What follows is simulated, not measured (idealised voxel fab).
Herein follows the process module entitled voxel trench capacitor.
This is section cut - it's 140 nm across, gridded in 5 nm square cells.
Think of the cross-section as a grid of square cells. We describe it in bands, top to bottom, and each band covers one or more rows of those cells.
Top height, bottom height, nm. Materials left to right, width each, nm. Single material + "everywhere" = fills band edge to edge. "blank" = empty.
Heights are reckoned from 0. Under this level, the received wafer is all of one material. The bottommost band is open-ended downward, for example "0 down".
Width spec "30..40" -> top row of cells at first value, bottom row at second value, equal per-row change in between.
"nothing was modified" means the step left every cell of the cross-section as it was.
The label "Enclosed void listing" introduces a list of the empty spaces, 8 cells or larger, that have no open way up to the top; each entry in it reads width x height at distance, where the distance is taken from the left edge and all three are stated in nm.
Step line, after settings: the simulator's comment on this step.
The setting "overlay nm" may be written on the line of a step. When the step uses a mask, the value reports how far to the right of the planned place the mask lay, and a negative value reports that it lay to the left.
-- This section lists the process steps that were planned
step 1: RECEIVE,material Si
step 2: CONFORMAL_DEP,material SiN,thk nm 10
step 3: PATTERN,tone open,mask id TRENCH,material resist,width nm 30,pitch nm 55,thk nm 20,overlay nm 0
step 4: DIRECTIONAL_ETCH,etch materials SiN,depth nm 10
step 5: DIRECTIONAL_ETCH,etch materials Si,depth nm 35
step 6: STRIP,etch materials resist
step 7: CONFORMAL_DEP,material HfO2,thk nm 5
step 8: CONFORMAL_DEP,material TiN,thk nm 5
step 9: FILL_DEP,material W,thk nm 10
step 10: CMP,height nm 10
-- Of two wafers, the first: run according to plan
-- Here's what the wafer looked like in cross-section when it arrived - that's after step 1
    0 down  Si everywhere
    Enclosed void listing: none
-- Step 2 done - wafer cross-section
    10 to 0  SiN everywhere
    For the remainder of the cross-section, below 0, there is no change.
-- Step 3 done - wafer cross-section
    30 to 10  resist: 25, then blank: 30, then resist: 25, then blank: 30, then resist: 30
    For the remainder of the cross-section, below 10, there is no change.
-- Step 4 done - wafer cross-section
    30 to 10  resist: 25, then blank: 30, then resist: 25, then blank: 30, then resist: 30
    10 to 0  SiN: 25, then blank: 30, then SiN: 25, then blank: 30, then SiN: 30
    For the remainder of the cross-section, below 0, there is no change.
-- Step 5 done - wafer cross-section
    30 to 10  resist: 25, then blank: 30, then resist: 25, then blank: 30, then resist: 30
    10 to 0  SiN: 25, then blank: 30, then SiN: 25, then blank: 30, then SiN: 30
    0 to -35  Si: 25, then blank: 30, then Si: 25, then blank: 30, then Si: 30
    For the remainder of the cross-section, below -35, there is no change.
-- Step 6 done - wafer cross-section
    10 to 0  SiN: 25, then blank: 30, then SiN: 25, then blank: 30, then SiN: 30
    For the remainder of the cross-section, below 0, there is no change.
-- Step 7 done - wafer cross-section
    15 to 10  HfO2: 30, then blank: 20, then HfO2: 35, then blank: 20, then HfO2: 35
    10 to 0  SiN: 25, then HfO2: 5, then blank: 20, then HfO2: 5, then SiN: 25, then HfO2: 5, then blank: 20, then HfO2: 5, then SiN: 30
    0 to -30  Si: 25, then HfO2: 5, then blank: 20, then HfO2: 5, then Si: 25, then HfO2: 5, then blank: 20, then HfO2: 5, then Si: 30
    -30 to -35  Si: 25, then HfO2: 30, then Si: 25, then HfO2: 30, then Si: 30
    For the remainder of the cross-section, below -35, there is no change.
-- Step 8 done - wafer cross-section
    20 to 15  TiN: 35, then blank: 10, then TiN: 45, then blank: 10, then TiN: 40
    15 to 10  HfO2: 30, then TiN: 5, then blank: 10, then TiN: 5, then HfO2: 35, then TiN: 5, then blank: 10, then TiN: 5, then HfO2: 35
    10 to 0  SiN: 25, then HfO2: 5, then TiN: 5, then blank: 10, then TiN: 5, then HfO2: 5, then SiN: 25, then HfO2: 5, then TiN: 5, then blank: 10, then TiN: 5, then HfO2: 5, then SiN: 30
    0 to -25  Si: 25, then HfO2: 5, then TiN: 5, then blank: 10, then TiN: 5, then HfO2: 5, then Si: 25, then HfO2: 5, then TiN: 5, then blank: 10, then TiN: 5, then HfO2: 5, then Si: 30
    -25 to -30  Si: 25, then HfO2: 5, then TiN: 20, then HfO2: 5, then Si: 25, then HfO2: 5, then TiN: 20, then HfO2: 5, then Si: 30
    For the remainder of the cross-section, below -30, there is no change.
-- Step 9 done - wafer cross-section
    30 to 20  W everywhere
    20 to 15  TiN: 35, then W: 10, then TiN: 45, then W: 10, then TiN: 40
    15 to 10  HfO2: 30, then TiN: 5, then W: 10, then TiN: 5, then HfO2: 35, then TiN: 5, then W: 10, then TiN: 5, then HfO2: 35
    10 to 0  SiN: 25, then HfO2: 5, then TiN: 5, then W: 10, then TiN: 5, then HfO2: 5, then SiN: 25, then HfO2: 5, then TiN: 5, then W: 10, then TiN: 5, then HfO2: 5, then SiN: 30
    0 to -25  Si: 25, then HfO2: 5, then TiN: 5, then W: 10, then TiN: 5, then HfO2: 5, then Si: 25, then HfO2: 5, then TiN: 5, then W: 10, then TiN: 5, then HfO2: 5, then Si: 30
    For the remainder of the cross-section, below -25, there is no change.
-- Step 10 done - wafer cross-section
    10 to 0  SiN: 25, then HfO2: 5, then TiN: 5, then W: 10, then TiN: 5, then HfO2: 5, then SiN: 25, then HfO2: 5, then TiN: 5, then W: 10, then TiN: 5, then HfO2: 5, then SiN: 30
    For the remainder of the cross-section, below 0, there is no change.
-- The second wafer began exactly as the first did and followed the same plan, but one mistake was made while running it; through step 2 inclusive, the two wafers are identical
-- Second wafer, sectioned view, at step 3's planned end time
    30 to 10  resist: 15, then blank: 30, then resist: 25, then blank: 30, then resist: 40
    For the remainder of the cross-section, below 10, there is no change.
-- Second wafer, sectioned view, at step 4's planned end time
    30 to 10  resist: 15, then blank: 30, then resist: 25, then blank: 30, then resist: 40
    10 to 0  SiN: 15, then blank: 30, then SiN: 25, then blank: 30, then SiN: 40
    For the remainder of the cross-section, below 0, there is no change.
-- Second wafer, sectioned view, at step 5's planned end time
    30 to 10  resist: 15, then blank: 30, then resist: 25, then blank: 30, then resist: 40
    10 to 0  SiN: 15, then blank: 30, then SiN: 25, then blank: 30, then SiN: 40
    0 to -35  Si: 15, then blank: 30, then Si: 25, then blank: 30, then Si: 40
    For the remainder of the cross-section, below -35, there is no change.
-- Second wafer, sectioned view, at step 6's planned end time
    10 to 0  SiN: 15, then blank: 30, then SiN: 25, then blank: 30, then SiN: 40
    For the remainder of the cross-section, below 0, there is no change.
-- Second wafer, sectioned view, at step 7's planned end time
    15 to 10  HfO2: 20, then blank: 20, then HfO2: 35, then blank: 20, then HfO2: 45
    10 to 0  SiN: 15, then HfO2: 5, then blank: 20, then HfO2: 5, then SiN: 25, then HfO2: 5, then blank: 20, then HfO2: 5, then SiN: 40
    0 to -30  Si: 15, then HfO2: 5, then blank: 20, then HfO2: 5, then Si: 25, then HfO2: 5, then blank: 20, then HfO2: 5, then Si: 40
    -30 to -35  Si: 15, then HfO2: 30, then Si: 25, then HfO2: 30, then Si: 40
    For the remainder of the cross-section, below -35, there is no change.
-- Second wafer, sectioned view, at step 8's planned end time
    20 to 15  TiN: 25, then blank: 10, then TiN: 45, then blank: 10, then TiN: 50
    15 to 10  HfO2: 20, then TiN: 5, then blank: 10, then TiN: 5, then HfO2: 35, then TiN: 5, then blank: 10, then TiN: 5, then HfO2: 45
    10 to 0  SiN: 15, then HfO2: 5, then TiN: 5, then blank: 10, then TiN: 5, then HfO2: 5, then SiN: 25, then HfO2: 5, then TiN: 5, then blank: 10, then TiN: 5, then HfO2: 5, then SiN: 40
    0 to -25  Si: 15, then HfO2: 5, then TiN: 5, then blank: 10, then TiN: 5, then HfO2: 5, then Si: 25, then HfO2: 5, then TiN: 5, then blank: 10, then TiN: 5, then HfO2: 5, then Si: 40
    -25 to -30  Si: 15, then HfO2: 5, then TiN: 20, then HfO2: 5, then Si: 25, then HfO2: 5, then TiN: 20, then HfO2: 5, then Si: 40
    For the remainder of the cross-section, below -30, there is no change.
-- Second wafer, sectioned view, at step 9's planned end time
    30 to 20  W everywhere
    20 to 15  TiN: 25, then W: 10, then TiN: 45, then W: 10, then TiN: 50
    15 to 10  HfO2: 20, then TiN: 5, then W: 10, then TiN: 5, then HfO2: 35, then TiN: 5, then W: 10, then TiN: 5, then HfO2: 45
    10 to 0  SiN: 15, then HfO2: 5, then TiN: 5, then W: 10, then TiN: 5, then HfO2: 5, then SiN: 25, then HfO2: 5, then TiN: 5, then W: 10, then TiN: 5, then HfO2: 5, then SiN: 40
    0 to -25  Si: 15, then HfO2: 5, then TiN: 5, then W: 10, then TiN: 5, then HfO2: 5, then Si: 25, then HfO2: 5, then TiN: 5, then W: 10, then TiN: 5, then HfO2: 5, then Si: 40
    For the remainder of the cross-section, below -25, there is no change.
-- Second wafer, sectioned view, at step 10's planned end time
    10 to 0  SiN: 15, then HfO2: 5, then TiN: 5, then W: 10, then TiN: 5, then HfO2: 5, then SiN: 25, then HfO2: 5, then TiN: 5, then W: 10, then TiN: 5, then HfO2: 5, then SiN: 40
    For the remainder of the cross-section, below 0, there is no change.
What was done differently from what was planned? step 3 was run on a setting that differed from the plan, and what really ran there is PATTERN,tone open,mask id TRENCH,material resist,width nm 30,pitch nm 55,thk nm 20,overlay nm -10
Final state: per-material cell counts identical on both wafers; locations differ.
